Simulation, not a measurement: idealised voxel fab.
This is a process module. Its name is voxel ribs on slabs.
We display cut, a cross-section 280 nm in width whose square cells are each 5 nm.
Bands, listed from the top down, are how a cross-section gets written in this document; the cross-section itself is a grid of square cells, and a band is one or more rows of them. Band entry format. Leading values: height of top, height of bottom, nm. Remainder: materials in left-to-right order, each with its width in nm. Special words: "full width" on a single material, which then fills the band edge to edge; "empty", empty space. Height 0 is the level under which the wafer as received is all one material. The lowest band goes on downwards, as in "0 -> down". The two numbers in a width such as "30 to 40" mark its ends across the band: the first belongs to the top row of cells, the second to the bottom row, and from each row to the next the width moves by the same amount. Given "nothing changed" for a step, no cell of the cross-section differs between before and after that step. "Unvented internal voids": empty spaces of 8 cells or more with no open way to the top, each given as width x height at distance, distance from the left edge, all in nm. after a step's settings: what the simulator itself notes on the step. Among the settings permitted on a step's line is "overlay nm"; applied to a step with a mask, it specifies the extent to which the mask lay to the right of its planned position, whereas a negative figure signifies a position to the left.
### The steps planned for the process are as follows
1,RECEIVE | material Si
2,DIRECTIONAL_DEP | material SiO2 | thk nm 25
3,DIRECTIONAL_DEP | material polySi | thk nm 15
4,DIRECTIONAL_DEP | material aC | thk nm 10
5,PATTERN | tone cover | mask id RIB | material resist | width nm 15 | thk nm 30 | overlay nm 0
6,DIRECTIONAL_ETCH | etch materials aC | depth nm 10
7,STRIP | etch materials resist
8,DIRECTIONAL_ETCH | etch materials polySi | depth nm 10
9,STRIP | etch materials aC
10,MASKED_ETCH | tone cover | mask id SLAB | width nm 45 | etch materials polySi | depth nm 5 | overlay nm 0
11,FILL_DEP | material SiO2 | thk nm 15
12,CMP | height nm 50
13,DIRECTIONAL_DEP | material TiN | thk nm 5
14,MASKED_ETCH | tone cover | mask id HEATER | width nm 25 | etch materials TiN | depth nm 5 | overlay nm 0
15,CONFORMAL_DEP | material SiO2 | thk nm 10
### Shown in cross-section is the wafer as received, that is, as it stands after step 1
- 0 -> down | Si full width
- Unvented internal voids: none
### Here's the cross-section of the first of our two wafers at the end of the module - it ran as planned
- 65 -> 60 | empty 115 nm, then SiO2 45 nm, then empty 120 nm
- 60 -> 55 | SiO2 full width
- 55 -> 50 | SiO2 125 nm, then TiN 25 nm, then SiO2 130 nm
- 50 -> 40 | SiO2 full width
- 40 -> 30 | SiO2 130 nm, then polySi 15 nm, then SiO2 135 nm
- 30 -> 25 | SiO2 115 nm, then polySi 45 nm, then SiO2 120 nm
- 25 -> 0 | SiO2 full width
- 0 -> down | Si full width
- Unvented internal voids: none
### Wafer two cross-section, module end. Start and plan unchanged from wafer one; one mistake made during the run
- 65 -> 60 | empty 115 nm, then SiO2 50 nm, then empty 115 nm
- 60 -> 55 | SiO2 full width
- 55 -> 50 | SiO2 125 nm, then TiN 30 nm, then SiO2 125 nm
- 50 -> 40 | SiO2 full width
- 40 -> 30 | SiO2 130 nm, then polySi 15 nm, then SiO2 135 nm
- 30 -> 25 | SiO2 115 nm, then polySi 45 nm, then SiO2 120 nm
- 25 -> 0 | SiO2 full width
- 0 -> down | Si full width
- Unvented internal voids: none
Short version of what went wrong: step 14 was processed under conditions differing from the plan, specifically as MASKED_ETCH | tone cover | mask id HEATER | width nm 30 | etch materials TiN | depth nm 5 | overlay nm 0
It is noted that, at the conclusion of processing, the second wafer exhibits a higher or lower cell count for certain materials relative to the first: TiN +1
